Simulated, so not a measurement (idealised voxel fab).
Documented hereafter: the process module known as voxel wiring stack.
Section shown: cut. Width: 230 nm. Cell size: 5 nm, square.
How to read a cross-section here: the picture is a grid of square cells, written as bands going from the top down, and any band can span one or more rows of cells. What a band's entry tells you: where the top is and where the bottom is, as heights in nm, and after that what lies inside, material by material from left to right, each with its width in nm. Empty space is written as the word "blank", and a single material marked with the word "full width" occupies the band from edge to edge. Below 0: as-received wafer, all one material; heights counted from there. Lowest band: no bottom, goes on down, written "0 nm and below". A width such as "30 to 40" changes by the same amount from each row of cells to the next, from the band's top row to its bottom row. No cell of the cross-section changed in a step that is given as "changes: none". If an empty space has no open way to the top and is at least 8 cells in size, "Sealed-off cavities" lists it, written width x height at distance, where distance is measured from the left edge and every value is in nm. Past the settings on a step's line: simulator remark, on that step. The optional step-line setting "overlay nm" applies to steps with a mask and quantifies how far to the right of its planned location the mask lay, a negative value indicating leftward placement. For the reader: what remains of this document is a series of pairs, each showing a cross-section before one process step and a cross-section after that step which reaches down only to the lowest band that changed, with the step between them and its settings set out under the pair. It should not be assumed that a pair continues from the pair above it; the pairs can come from different runs of this module on the same starting wafer, and such continuity exists only where the entry headed "State before step" says so.

# State before step
* 110 nm to 105 nm | 35 TiN, 10 blank, 40 TiN, 10 blank, 40 TiN, 10 blank, 40 TiN, 10 blank, 35 TiN
* 105 nm to 95 nm | 30 lowk, 5 TiN, 10 blank, 5 TiN, 30 lowk, 5 TiN, 10 blank, 5 TiN, 30 lowk, 5 TiN, 10 blank, 5 TiN, 30 lowk, 5 TiN, 10 blank, 5 TiN, 30 lowk
* 95 nm to 85 nm | 30 lowk, 5 TiN, 5 blank, 10 to 5 TiN, 30 to 35 lowk, 5 TiN, 5 blank, 10 to 5 TiN, 30 to 35 lowk, 5 TiN, 5 blank, 10 to 5 TiN, 30 to 35 lowk, 5 TiN, 5 blank, 10 to 5 TiN, 30 to 35 lowk
* 85 nm to 80 nm | 30 lowk, 15 TiN, 35 lowk, 15 TiN, 35 lowk, 15 TiN, 35 lowk, 15 TiN, 35 lowk
* 80 nm to 75 nm | 35 SiCN, 10 TiN, 40 SiCN, 10 TiN, 40 SiCN, 10 TiN, 40 SiCN, 10 TiN, 35 SiCN
* 75 nm to 60 nm | 30 lowk, 5 TiN, 10 Cu, 5 TiN, 30 lowk, 5 TiN, 10 Cu, 5 TiN, 30 lowk, 5 TiN, 10 Cu, 5 TiN, 30 lowk, 5 TiN, 10 Cu, 5 TiN, 30 lowk
* 60 nm to 55 nm | 30 lowk, 5 TiN, 5 Cu, 10 TiN, 30 lowk, 5 TiN, 5 Cu, 10 TiN, 30 lowk, 5 TiN, 5 Cu, 10 TiN, 30 lowk, 5 TiN, 5 Cu, 10 TiN, 30 lowk
* 55 nm to 45 nm | 30 lowk, 5 TiN, 5 Cu, 5 TiN, 35 lowk, 5 TiN, 5 Cu, 5 TiN, 35 lowk, 5 TiN, 5 Cu, 5 TiN, 35 lowk, 5 TiN, 5 Cu, 5 TiN, 35 lowk
* 45 nm to 40 nm | 30 SiCN, 15 TiN, 35 SiCN, 15 TiN, 35 SiCN, 15 TiN, 35 SiCN, 15 TiN, 35 SiCN
* 40 nm to 35 nm | 25 SiCN, 30 Ru, 20 SiCN, 30 Ru, 20 SiCN, 30 Ru, 20 SiCN, 30 Ru, 25 SiCN
* 35 nm to 20 nm | 30 lowk, 5 TiN, 10 W, 5 TiN, 30 lowk, 5 TiN, 10 W, 5 TiN, 30 lowk, 5 TiN, 10 W, 5 TiN, 30 lowk, 5 TiN, 10 W, 5 TiN, 30 lowk
* 20 nm to 15 nm | 30 SiN, 20 TiN, 30 SiN, 20 TiN, 30 SiN, 20 TiN, 30 SiN, 20 TiN, 30 SiN
* 15 nm to 0 nm | SiO2 full width
* 0 nm and below | Si full width
* Sealed-off cavities: none

# Section, Post-Step
* 115 nm to 110 nm | Ru full width
* 110 nm to 105 nm | 35 TiN, 10 Ru, 40 TiN, 10 Ru, 40 TiN, 10 Ru, 40 TiN, 10 Ru, 35 TiN
* 105 nm to 95 nm | 30 lowk, 5 TiN, 10 Ru, 5 TiN, 30 lowk, 5 TiN, 10 Ru, 5 TiN, 30 lowk, 5 TiN, 10 Ru, 5 TiN, 30 lowk, 5 TiN, 10 Ru, 5 TiN, 30 lowk
* 95 nm to 85 nm | 30 lowk, 5 TiN, 5 Ru, 10 to 5 TiN, 30 to 35 lowk, 5 TiN, 5 Ru, 10 to 5 TiN, 30 to 35 lowk, 5 TiN, 5 Ru, 10 to 5 TiN, 30 to 35 lowk, 5 TiN, 5 Ru, 10 to 5 TiN, 30 to 35 lowk
* Note: structure below 85 unchanged.
* Sealed-off cavities: none
Process step bridging the above cross-sections: FILL_DEP | material Ru | thk nm 5

State before step: Reference is made to the cross-section shown after the step in the pair directly above, which represents the state prior to this step.

# Section, Post-Step
* 105 nm to 95 nm | 30 lowk, 5 TiN, 10 Ru, 5 TiN, 30 lowk, 5 TiN, 10 Ru, 5 TiN, 30 lowk, 5 TiN, 10 Ru, 5 TiN, 30 lowk, 5 TiN, 10 Ru, 5 TiN, 30 lowk
* Note: structure below 95 unchanged.
* Sealed-off cavities: none
Process step bridging the above cross-sections: CMP | height nm 105

State before step: Reference is made to the cross-section shown after the step in the pair directly above, which represents the state prior to this step.

# Section, Post-Step
* 110 nm to 105 nm | SiN full width
* Note: structure below 105 unchanged.
* Sealed-off cavities: none
Process step bridging the above cross-sections: CONFORMAL_DEP | material SiN | thk nm 5

# State before step
* 115 nm to 105 nm | 30 aC, 15 blank, 35 aC, 15 blank, 35 aC, 15 blank, 35 aC, 15 blank, 35 aC
* 105 nm to 90 nm | 30 lowk, 15 blank, 35 lowk, 15 blank, 35 lowk, 15 blank, 35 lowk, 15 blank, 35 lowk
* 90 nm to 80 nm | 30 lowk, 15 aC, 35 lowk, 15 aC, 35 lowk, 15 aC, 35 lowk, 15 aC, 35 lowk
* 80 nm to 75 nm | SiCN full width
* 75 nm to 60 nm | 30 lowk, 5 TiN, 10 Cu, 5 TiN, 30 lowk, 5 TiN, 10 Cu, 5 TiN, 30 lowk, 5 TiN, 10 Cu, 5 TiN, 30 lowk, 5 TiN, 10 Cu, 5 TiN, 30 lowk
* 60 nm to 55 nm | 30 lowk, 5 TiN, 5 Cu, 10 TiN, 30 lowk, 5 TiN, 5 Cu, 10 TiN, 30 lowk, 5 TiN, 5 Cu, 10 TiN, 30 lowk, 5 TiN, 5 Cu, 10 TiN, 30 lowk
* 55 nm to 45 nm | 30 lowk, 5 TiN, 5 Cu, 5 TiN, 35 lowk, 5 TiN, 5 Cu, 5 TiN, 35 lowk, 5 TiN, 5 Cu, 5 TiN, 35 lowk, 5 TiN, 5 Cu, 5 TiN, 35 lowk
* 45 nm to 40 nm | 30 SiCN, 15 TiN, 35 SiCN, 15 TiN, 35 SiCN, 15 TiN, 35 SiCN, 15 TiN, 35 SiCN
* 40 nm to 35 nm | 25 SiCN, 30 Ru, 20 SiCN, 30 Ru, 20 SiCN, 30 Ru, 20 SiCN, 30 Ru, 25 SiCN
* 35 nm to 20 nm | 30 lowk, 5 TiN, 10 W, 5 TiN, 30 lowk, 5 TiN, 10 W, 5 TiN, 30 lowk, 5 TiN, 10 W, 5 TiN, 30 lowk, 5 TiN, 10 W, 5 TiN, 30 lowk
* 20 nm to 15 nm | 30 SiN, 20 TiN, 30 SiN, 20 TiN, 30 SiN, 20 TiN, 30 SiN, 20 TiN, 30 SiN
* 15 nm to 0 nm | SiO2 full width
* 0 nm and below | Si full width
* Sealed-off cavities: none

# Section, Post-Step
* 145 nm to 115 nm | 20 resist, 20 blank, 30 resist, 20 blank, 30 resist, 20 blank, 30 resist, 20 blank, 40 resist
* 115 nm to 105 nm | 30 aC, 10 blank, 5 resist, 35 aC, 10 blank, 5 resist, 35 aC, 10 blank, 5 resist, 35 aC, 10 blank, 5 resist, 35 aC
* 105 nm to 90 nm | 30 lowk, 10 blank, 5 resist, 35 lowk, 10 blank, 5 resist, 35 lowk, 10 blank, 5 resist, 35 lowk, 10 blank, 5 resist, 35 lowk
* Note: structure below 90 unchanged.
* Sealed-off cavities: none
Process step bridging the above cross-sections: PATTERN | tone open | mask id METAL_3 | material resist | width nm 20 | pitch nm 50 | thk nm 30 | overlay nm -10

State before step: Reference is made to the cross-section shown after the step in the pair directly above, which represents the state prior to this step.

# Section, Post-Step
* 135 nm to 115 nm | 20 resist, 20 blank, 30 resist, 20 blank, 30 resist, 20 blank, 30 resist, 20 blank, 40 resist
* 115 nm to 105 nm | 20 aC, 20 blank, 5 resist, 25 aC, 20 blank, 5 resist, 25 aC, 20 blank, 5 resist, 25 aC, 20 blank, 5 resist, 35 aC
* 105 nm to 90 nm | 30 lowk, 10 blank, 5 resist, 35 lowk, 10 blank, 5 resist, 35 lowk, 10 blank, 5 resist, 35 lowk, 10 blank, 5 resist, 35 lowk
* 90 nm to 80 nm | 30 lowk, 10 blank, 5 aC, 35 lowk, 10 blank, 5 aC, 35 lowk, 10 blank, 5 aC, 35 lowk, 10 blank, 5 aC, 35 lowk
* Note: structure below 80 unchanged.
* Sealed-off cavities: none
Process step bridging the above cross-sections: DIRECTIONAL_ETCH | etch materials aC | depth nm 10

State before step: Reference is made to the cross-section shown after the step in the pair directly above, which represents the state prior to this step.

# Section, Post-Step
* 115 nm to 105 nm | 20 aC, 25 blank, 25 aC, 25 blank, 25 aC, 25 blank, 25 aC, 25 blank, 35 aC
* 105 nm to 90 nm | 30 lowk, 15 blank, 35 lowk, 15 blank, 35 lowk, 15 blank, 35 lowk, 15 blank, 35 lowk
* Note: structure below 90 unchanged.
* Sealed-off cavities: none
Process step bridging the above cross-sections: STRIP | etch materials resist

State before step: Reference is made to the cross-section shown after the step in the pair directly above, which represents the state prior to this step.

# Section, Post-Step
* 115 nm to 105 nm | 20 aC, 25 blank, 25 aC, 25 blank, 25 aC, 25 blank, 25 aC, 25 blank, 35 aC
* 105 nm to 90 nm | 20 lowk, 25 blank, 25 lowk, 25 blank, 25 lowk, 25 blank, 25 lowk, 25 blank, 35 lowk
* Note: structure below 90 unchanged.
* Sealed-off cavities: none
Process step bridging the above cross-sections: DIRECTIONAL_ETCH | etch materials lowk | depth nm 15

State before step: Reference is made to the cross-section shown after the step in the pair directly above, which represents the state prior to this step.

# Section, Post-Step
* 115 nm to 105 nm | 20 aC, 25 blank, 25 aC, 25 blank, 25 aC, 25 blank, 25 aC, 25 blank, 35 aC
* 105 nm to 90 nm | 20 lowk, 25 blank, 25 lowk, 25 blank, 25 lowk, 25 blank, 25 lowk, 25 blank, 35 lowk
* 90 nm to 80 nm | 30 lowk, 10 blank, 5 aC, 35 lowk, 10 blank, 5 aC, 35 lowk, 10 blank, 5 aC, 35 lowk, 10 blank, 5 aC, 35 lowk
* 80 nm to 75 nm | 30 SiCN, 10 blank, 40 SiCN, 10 blank, 40 SiCN, 10 blank, 40 SiCN, 10 blank, 40 SiCN
* Note: structure below 75 unchanged.
* Sealed-off cavities: none
Process step bridging the above cross-sections: DIRECTIONAL_ETCH | etch materials SiCN | depth nm 5

State before step: Reference is made to the cross-section shown after the step in the pair directly above, which represents the state prior to this step.

# Section, Post-Step
* 105 nm to 90 nm | 20 lowk, 25 blank, 25 lowk, 25 blank, 25 lowk, 25 blank, 25 lowk, 25 blank, 35 lowk
* 90 nm to 80 nm | 30 lowk, 15 blank, 35 lowk, 15 blank, 35 lowk, 15 blank, 35 lowk, 15 blank, 35 lowk
* Note: structure below 80 unchanged.
* Sealed-off cavities: none
Process step bridging the above cross-sections: STRIP | etch materials aC

State before step: Reference is made to the cross-section shown after the step in the pair directly above, which represents the state prior to this step.

# Section, Post-Step
* 110 nm to 105 nm | 25 TiN, 15 blank, 35 TiN, 15 blank, 35 TiN, 15 blank, 35 TiN, 15 blank, 40 TiN
* 105 nm to 95 nm | 20 lowk, 5 TiN, 15 blank, 5 TiN, 25 lowk, 5 TiN, 15 blank, 5 TiN, 25 lowk, 5 TiN, 15 blank, 5 TiN, 25 lowk, 5 TiN, 15 blank, 5 TiN, 35 lowk
* 95 nm to 85 nm | 20 to 30 lowk, 15 to 5 TiN, 5 blank, 5 TiN, 25 to 35 lowk, 15 to 5 TiN, 5 blank, 5 TiN, 25 to 35 lowk, 15 to 5 TiN, 5 blank, 5 TiN, 25 to 35 lowk, 15 to 5 TiN, 5 blank, 5 TiN, 35 lowk
* 85 nm to 80 nm | 30 lowk, 15 TiN, 35 lowk, 15 TiN, 35 lowk, 15 TiN, 35 lowk, 15 TiN, 35 lowk
* 80 nm to 75 nm | 30 SiCN, 10 TiN, 40 SiCN, 10 TiN, 40 SiCN, 10 TiN, 40 SiCN, 10 TiN, 40 SiCN
* Note: structure below 75 unchanged.
* Sealed-off cavities: none
Process step bridging the above cross-sections: CONFORMAL_DEP | material TiN | thk nm 5

State before step: Reference is made to the cross-section shown after the step in the pair directly above, which represents the state prior to this step.

# Section, Post-Step
* 115 nm to 110 nm | Ru full width
* 110 nm to 105 nm | 25 TiN, 15 Ru, 35 TiN, 15 Ru, 35 TiN, 15 Ru, 35 TiN, 15 Ru, 40 TiN
* 105 nm to 95 nm | 20 lowk, 5 TiN, 15 Ru, 5 TiN, 25 lowk, 5 TiN, 15 Ru, 5 TiN, 25 lowk, 5 TiN, 15 Ru, 5 TiN, 25 lowk, 5 TiN, 15 Ru, 5 TiN, 35 lowk
* 95 nm to 85 nm | 20 to 30 lowk, 15 to 5 TiN, 5 Ru, 5 TiN, 25 to 35 lowk, 15 to 5 TiN, 5 Ru, 5 TiN, 25 to 35 lowk, 15 to 5 TiN, 5 Ru, 5 TiN, 25 to 35 lowk, 15 to 5 TiN, 5 Ru, 5 TiN, 35 lowk
* Note: structure below 85 unchanged.
* Sealed-off cavities: none
Process step bridging the above cross-sections: FILL_DEP | material Ru | thk nm 5

State before step: Reference is made to the cross-section shown after the step in the pair directly above, which represents the state prior to this step.

# Section, Post-Step
* 105 nm to 95 nm | 20 lowk, 5 TiN, 15 Ru, 5 TiN, 25 lowk, 5 TiN, 15 Ru, 5 TiN, 25 lowk, 5 TiN, 15 Ru, 5 TiN, 25 lowk, 5 TiN, 15 Ru, 5 TiN, 35 lowk
* Note: structure below 95 unchanged.
* Sealed-off cavities: none
Process step bridging the above cross-sections: CMP | height nm 105

State before step: Reference is made to the cross-section shown after the step in the pair directly above, which represents the state prior to this step.

# Section, Post-Step
* 110 nm to 105 nm | SiN full width
* Note: structure below 105 unchanged.
* Sealed-off cavities: none
Process step bridging the above cross-sections: CONFORMAL_DEP | material SiN | thk nm 5

# State before step
* 0 nm and below | Si full width
* Sealed-off cavities: none

# Section, Post-Step
* 15 nm to 0 nm | Cu full width
* Note: structure below 0 unchanged.
* Sealed-off cavities: none
Process step bridging the above cross-sections: CONFORMAL_DEP | material Cu | thk nm 15

State before step: Reference is made to the cross-section shown after the step in the pair directly above, which represents the state prior to this step.

# Section, Post-Step
* 20 nm to 15 nm | SiN full width
* Note: structure below 15 unchanged.
* Sealed-off cavities: none
Process step bridging the above cross-sections: CONFORMAL_DEP | material SiN | thk nm 5

State before step: Reference is made to the cross-section shown after the step in the pair directly above, which represents the state prior to this step.

# Section, Post-Step
* 35 nm to 20 nm | lowk full width
* Note: structure below 20 unchanged.
* Sealed-off cavities: none
Process step bridging the above cross-sections: DIRECTIONAL_DEP | material lowk | thk nm 15

State before step: Reference is made to the cross-section shown after the step in the pair directly above, which represents the state prior to this step.

# Section, Post-Step
* 55 nm to 35 nm | 30 resist, 20 blank, 30 resist, 20 blank, 30 resist, 20 blank, 30 resist, 20 blank, 30 resist
* Note: structure below 35 unchanged.
* Sealed-off cavities: none
Process step bridging the above cross-sections: PATTERN | tone open | mask id METAL_1 | material resist | width nm 20 | pitch nm 50 | thk nm 20 | overlay nm 0

State before step: Reference is made to the cross-section shown after the step in the pair directly above, which represents the state prior to this step.

# Section, Post-Step
* 55 nm to 35 nm | 30 resist, 20 blank, 30 resist, 20 blank, 30 resist, 20 blank, 30 resist, 20 blank, 30 resist
* 35 nm to 20 nm | 30 lowk, 20 blank, 30 lowk, 20 blank, 30 lowk, 20 blank, 30 lowk, 20 blank, 30 lowk
* Note: structure below 20 unchanged.
* Sealed-off cavities: none
Process step bridging the above cross-sections: DIRECTIONAL_ETCH | etch materials lowk | depth nm 15

State before step: Reference is made to the cross-section shown after the step in the pair directly above, which represents the state prior to this step.

# Section, Post-Step
* 55 nm to 35 nm | 30 resist, 20 blank, 30 resist, 20 blank, 30 resist, 20 blank, 30 resist, 20 blank, 30 resist
* 35 nm to 20 nm | 30 lowk, 20 blank, 30 lowk, 20 blank, 30 lowk, 20 blank, 30 lowk, 20 blank, 30 lowk
* 20 nm to 15 nm | 30 SiN, 20 blank, 30 SiN, 20 blank, 30 SiN, 20 blank, 30 SiN, 20 blank, 30 SiN
* Note: structure below 15 unchanged.
* Sealed-off cavities: none
Process step bridging the above cross-sections: DIRECTIONAL_ETCH | etch materials SiN | depth nm 5

State before step: Reference is made to the cross-section shown after the step in the pair directly above, which represents the state prior to this step.

# Section, Post-Step
* 35 nm to 20 nm | 30 lowk, 20 blank, 30 lowk, 20 blank, 30 lowk, 20 blank, 30 lowk, 20 blank, 30 lowk
* Note: structure below 20 unchanged.
* Sealed-off cavities: none
Process step bridging the above cross-sections: STRIP | etch materials resist

State before step: Reference is made to the cross-section shown after the step in the pair directly above, which represents the state prior to this step.

# Section, Post-Step
* 40 nm to 35 nm | 35 TiN, 10 blank, 40 TiN, 10 blank, 40 TiN, 10 blank, 40 TiN, 10 blank, 35 TiN
* 35 nm to 20 nm | 30 lowk, 5 TiN, 10 blank, 5 TiN, 30 lowk, 5 TiN, 10 blank, 5 TiN, 30 lowk, 5 TiN, 10 blank, 5 TiN, 30 lowk, 5 TiN, 10 blank, 5 TiN, 30 lowk
* 20 nm to 15 nm | 30 SiN, 20 TiN, 30 SiN, 20 TiN, 30 SiN, 20 TiN, 30 SiN, 20 TiN, 30 SiN
* Note: structure below 15 unchanged.
* Sealed-off cavities: none
Process step bridging the above cross-sections: CONFORMAL_DEP | material TiN | thk nm 5

State before step: Reference is made to the cross-section shown after the step in the pair directly above, which represents the state prior to this step.

# Section, Post-Step
* 50 nm to 40 nm | W full width
* 40 nm to 35 nm | 35 TiN, 10 W, 40 TiN, 10 W, 40 TiN, 10 W, 40 TiN, 10 W, 35 TiN
* 35 nm to 20 nm | 30 lowk, 5 TiN, 10 W, 5 TiN, 30 lowk, 5 TiN, 10 W, 5 TiN, 30 lowk, 5 TiN, 10 W, 5 TiN, 30 lowk, 5 TiN, 10 W, 5 TiN, 30 lowk
* Note: structure below 20 unchanged.
* Sealed-off cavities: none
Process step bridging the above cross-sections: FILL_DEP | material W | thk nm 10

State before step: Reference is made to the cross-section shown after the step in the pair directly above, which represents the state prior to this step.

# Section, Post-Step
* 35 nm to 20 nm | 30 lowk, 5 TiN, 10 W, 5 TiN, 30 lowk, 5 TiN, 10 W, 5 TiN, 30 lowk, 5 TiN, 10 W, 5 TiN, 30 lowk, 5 TiN, 10 W, 5 TiN, 30 lowk
* Note: structure below 20 unchanged.
* Sealed-off cavities: none
Process step bridging the above cross-sections: CMP | height nm 35

State before step: Reference is made to the cross-section shown after the step in the pair directly above, which represents the state prior to this step.

# Section, Post-Step
* 40 nm to 35 nm | 25 blank, 30 Ru, 20 blank, 30 Ru, 20 blank, 30 Ru, 20 blank, 30 Ru, 25 blank
* Note: structure below 35 unchanged.
* Sealed-off cavities: none
Process step bridging the above cross-sections: EPI | material Ru | thk nm 5

State before step: Reference is made to the cross-section shown after the step in the pair directly above, which represents the state prior to this step.

# Section, Post-Step
* 45 nm to 40 nm | SiCN full width
* 40 nm to 35 nm | 25 SiCN, 30 Ru, 20 SiCN, 30 Ru, 20 SiCN, 30 Ru, 20 SiCN, 30 Ru, 25 SiCN
* Note: structure below 35 unchanged.
* Sealed-off cavities: none
Process step bridging the above cross-sections: FILL_DEP | material SiCN | thk nm 5

State before step: Reference is made to the cross-section shown after the step in the pair directly above, which represents the state prior to this step.

# Section, Post-Step
* 75 nm to 45 nm | lowk full width
* Note: structure below 45 unchanged.
* Sealed-off cavities: none
Process step bridging the above cross-sections: DIRECTIONAL_DEP | material lowk | thk nm 30

State before step: Reference is made to the cross-section shown after the step in the pair directly above, which represents the state prior to this step.

# Section, Post-Step
* 95 nm to 75 nm | 30 resist, 15 blank, 35 resist, 15 blank, 35 resist, 15 blank, 35 resist, 15 blank, 35 resist
* Note: structure below 75 unchanged.
* Sealed-off cavities: none
Process step bridging the above cross-sections: PATTERN | tone open | mask id METAL_2_HOLES | material resist | width nm 15 | pitch nm 50 | thk nm 20 | overlay nm 0

State before step: Reference is made to the cross-section shown after the step in the pair directly above, which represents the state prior to this step.

# Section, Post-Step
* 95 nm to 75 nm | 30 resist, 15 blank, 35 resist, 15 blank, 35 resist, 15 blank, 35 resist, 15 blank, 35 resist
* 75 nm to 45 nm | 30 lowk, 15 blank, 35 lowk, 15 blank, 35 lowk, 15 blank, 35 lowk, 15 blank, 35 lowk
* Note: structure below 45 unchanged.
* Sealed-off cavities: none
Process step bridging the above cross-sections: DIRECTIONAL_ETCH | etch materials lowk | depth nm 30

State before step: Reference is made to the cross-section shown after the step in the pair directly above, which represents the state prior to this step.

# Section, Post-Step
* 75 nm to 45 nm | 30 lowk, 15 blank, 35 lowk, 15 blank, 35 lowk, 15 blank, 35 lowk, 15 blank, 35 lowk
* Note: structure below 45 unchanged.
* Sealed-off cavities: none
Process step bridging the above cross-sections: STRIP | etch materials resist

State before step: Reference is made to the cross-section shown after the step in the pair directly above, which represents the state prior to this step.

# Section, Post-Step
* 90 nm to 75 nm | 30 aC, 15 blank, 35 aC, 15 blank, 35 aC, 15 blank, 35 aC, 15 blank, 35 aC
* 75 nm to 60 nm | 30 lowk, 15 blank, 35 lowk, 15 blank, 35 lowk, 15 blank, 35 lowk, 15 blank, 35 lowk
* 60 nm to 45 nm | 30 lowk, 15 aC, 35 lowk, 15 aC, 35 lowk, 15 aC, 35 lowk, 15 aC, 35 lowk
* Note: structure below 45 unchanged.
* Sealed-off cavities: none
Process step bridging the above cross-sections: DIRECTIONAL_DEP | material aC | thk nm 15

State before step: Reference is made to the cross-section shown after the step in the pair directly above, which represents the state prior to this step.

# Section, Post-Step
* 120 nm to 90 nm | 30 resist, 20 blank, 30 resist, 20 blank, 30 resist, 20 blank, 30 resist, 20 blank, 30 resist
* Note: structure below 90 unchanged.
* Sealed-off cavities: none
Process step bridging the above cross-sections: PATTERN | tone open | mask id METAL_2 | material resist | width nm 20 | pitch nm 50 | thk nm 30 | overlay nm 0

State before step: Reference is made to the cross-section shown after the step in the pair directly above, which represents the state prior to this step.

# Section, Post-Step
* 105 nm to 90 nm | 30 resist, 20 blank, 30 resist, 20 blank, 30 resist, 20 blank, 30 resist, 20 blank, 30 resist
* 90 nm to 75 nm | 30 aC, 20 blank, 30 aC, 20 blank, 30 aC, 20 blank, 30 aC, 20 blank, 30 aC
* 75 nm to 45 nm | 30 lowk, 15 blank, 35 lowk, 15 blank, 35 lowk, 15 blank, 35 lowk, 15 blank, 35 lowk
* Note: structure below 45 unchanged.
* Sealed-off cavities: none
Process step bridging the above cross-sections: DIRECTIONAL_ETCH | etch materials aC | depth nm 15

State before step: Reference is made to the cross-section shown after the step in the pair directly above, which represents the state prior to this step.

# Section, Post-Step
* 90 nm to 75 nm | 30 aC, 20 blank, 30 aC, 20 blank, 30 aC, 20 blank, 30 aC, 20 blank, 30 aC
* Note: structure below 75 unchanged.
* Sealed-off cavities: none
Process step bridging the above cross-sections: STRIP | etch materials resist

State before step: Reference is made to the cross-section shown after the step in the pair directly above, which represents the state prior to this step.

# Section, Post-Step
* 90 nm to 75 nm | 30 aC, 20 blank, 30 aC, 20 blank, 30 aC, 20 blank, 30 aC, 20 blank, 30 aC
* 75 nm to 55 nm | 30 lowk, 20 blank, 30 lowk, 20 blank, 30 lowk, 20 blank, 30 lowk, 20 blank, 30 lowk
* Note: structure below 55 unchanged.
* Sealed-off cavities: none
Process step bridging the above cross-sections: DIRECTIONAL_ETCH | etch materials lowk | depth nm 20

State before step: Reference is made to the cross-section shown after the step in the pair directly above, which represents the state prior to this step.

# Section, Post-Step
* 90 nm to 75 nm | 30 aC, 20 blank, 30 aC, 20 blank, 30 aC, 20 blank, 30 aC, 20 blank, 30 aC
* 75 nm to 55 nm | 30 lowk, 20 blank, 30 lowk, 20 blank, 30 lowk, 20 blank, 30 lowk, 20 blank, 30 lowk
* 55 nm to 45 nm | 30 lowk, 15 blank, 35 lowk, 15 blank, 35 lowk, 15 blank, 35 lowk, 15 blank, 35 lowk
* 45 nm to 40 nm | 30 SiCN, 15 blank, 35 SiCN, 15 blank, 35 SiCN, 15 blank, 35 SiCN, 15 blank, 35 SiCN
* Note: structure below 40 unchanged.
* Sealed-off cavities: none
Process step bridging the above cross-sections: DIRECTIONAL_ETCH | etch materials SiCN | depth nm 5

State before step: Reference is made to the cross-section shown after the step in the pair directly above, which represents the state prior to this step.

# Section, Post-Step
* 75 nm to 55 nm | 30 lowk, 20 blank, 30 lowk, 20 blank, 30 lowk, 20 blank, 30 lowk, 20 blank, 30 lowk
* Note: structure below 55 unchanged.
* Sealed-off cavities: none
Process step bridging the above cross-sections: STRIP | etch materials aC

State before step: Reference is made to the cross-section shown after the step in the pair directly above, which represents the state prior to this step.

# Section, Post-Step
* 80 nm to 75 nm | 35 TiN, 10 blank, 40 TiN, 10 blank, 40 TiN, 10 blank, 40 TiN, 10 blank, 35 TiN
* 75 nm to 60 nm | 30 lowk, 5 TiN, 10 blank, 5 TiN, 30 lowk, 5 TiN, 10 blank, 5 TiN, 30 lowk, 5 TiN, 10 blank, 5 TiN, 30 lowk, 5 TiN, 10 blank, 5 TiN, 30 lowk
* 60 nm to 55 nm | 30 lowk, 5 TiN, 5 blank, 10 TiN, 30 lowk, 5 TiN, 5 blank, 10 TiN, 30 lowk, 5 TiN, 5 blank, 10 TiN, 30 lowk, 5 TiN, 5 blank, 10 TiN, 30 lowk
* 55 nm to 45 nm | 30 lowk, 5 TiN, 5 blank, 5 TiN, 35 lowk, 5 TiN, 5 blank, 5 TiN, 35 lowk, 5 TiN, 5 blank, 5 TiN, 35 lowk, 5 TiN, 5 blank, 5 TiN, 35 lowk
* 45 nm to 40 nm | 30 SiCN, 15 TiN, 35 SiCN, 15 TiN, 35 SiCN, 15 TiN, 35 SiCN, 15 TiN, 35 SiCN
* Note: structure below 40 unchanged.
* Sealed-off cavities: none
Process step bridging the above cross-sections: CONFORMAL_DEP | material TiN | thk nm 5

State before step: Reference is made to the cross-section shown after the step in the pair directly above, which represents the state prior to this step.

# Section, Post-Step
* 85 nm to 80 nm | Cu full width
* 80 nm to 75 nm | 35 TiN, 10 Cu, 40 TiN, 10 Cu, 40 TiN, 10 Cu, 40 TiN, 10 Cu, 35 TiN
* 75 nm to 60 nm | 30 lowk, 5 TiN, 10 Cu, 5 TiN, 30 lowk, 5 TiN, 10 Cu, 5 TiN, 30 lowk, 5 TiN, 10 Cu, 5 TiN, 30 lowk, 5 TiN, 10 Cu, 5 TiN, 30 lowk
* 60 nm to 55 nm | 30 lowk, 5 TiN, 5 Cu, 10 TiN, 30 lowk, 5 TiN, 5 Cu, 10 TiN, 30 lowk, 5 TiN, 5 Cu, 10 TiN, 30 lowk, 5 TiN, 5 Cu, 10 TiN, 30 lowk
* 55 nm to 45 nm | 30 lowk, 5 TiN, 5 Cu, 5 TiN, 35 lowk, 5 TiN, 5 Cu, 5 TiN, 35 lowk, 5 TiN, 5 Cu, 5 TiN, 35 lowk, 5 TiN, 5 Cu, 5 TiN, 35 lowk
* Note: structure below 45 unchanged.
* Sealed-off cavities: none
Process step bridging the above cross-sections: FILL_DEP | material Cu | thk nm 5

State before step: Reference is made to the cross-section shown after the step in the pair directly above, which represents the state prior to this step.

# Section, Post-Step
* 75 nm to 60 nm | 30 lowk, 5 TiN, 10 Cu, 5 TiN, 30 lowk, 5 TiN, 10 Cu, 5 TiN, 30 lowk, 5 TiN, 10 Cu, 5 TiN, 30 lowk, 5 TiN, 10 Cu, 5 TiN, 30 lowk
* Note: structure below 60 unchanged.
* Sealed-off cavities: none
Process step bridging the above cross-sections: CMP | height nm 75

State before step: Reference is made to the cross-section shown after the step in the pair directly above, which represents the state prior to this step.

# Section, Post-Step
* 80 nm to 75 nm | SiCN full width
* Note: structure below 75 unchanged.
* Sealed-off cavities: none
Process step bridging the above cross-sections: CONFORMAL_DEP | material SiCN | thk nm 5

State before step: Reference is made to the cross-section shown after the step in the pair directly above, which represents the state prior to this step.

# Section, Post-Step
* 105 nm to 80 nm | lowk full width
* Note: structure below 80 unchanged.
* Sealed-off cavities: none
Process step bridging the above cross-sections: DIRECTIONAL_DEP | material lowk | thk nm 25

State before step: Reference is made to the cross-section shown after the step in the pair directly above, which represents the state prior to this step.

# Section, Post-Step
* 105 nm to 80 nm | 30 lowk, 15 blank, 35 lowk, 15 blank, 35 lowk, 15 blank, 35 lowk, 15 blank, 35 lowk
* Note: structure below 80 unchanged.
* Sealed-off cavities: none
Process step bridging the above cross-sections: MASKED_ETCH | tone open | mask id METAL_3_HOLES | width nm 15 | pitch nm 50 | etch materials lowk | depth nm 25 | overlay nm 0

State before step: Reference is made to the cross-section shown after the step in the pair directly above, which represents the state prior to this step.

# Section, Post-Step
* 115 nm to 105 nm | 30 aC, 15 blank, 35 aC, 15 blank, 35 aC, 15 blank, 35 aC, 15 blank, 35 aC
* 105 nm to 90 nm | 30 lowk, 15 blank, 35 lowk, 15 blank, 35 lowk, 15 blank, 35 lowk, 15 blank, 35 lowk
* 90 nm to 80 nm | 30 lowk, 15 aC, 35 lowk, 15 aC, 35 lowk, 15 aC, 35 lowk, 15 aC, 35 lowk
* Note: structure below 80 unchanged.
* Sealed-off cavities: none
Process step bridging the above cross-sections: DIRECTIONAL_DEP | material aC | thk nm 10
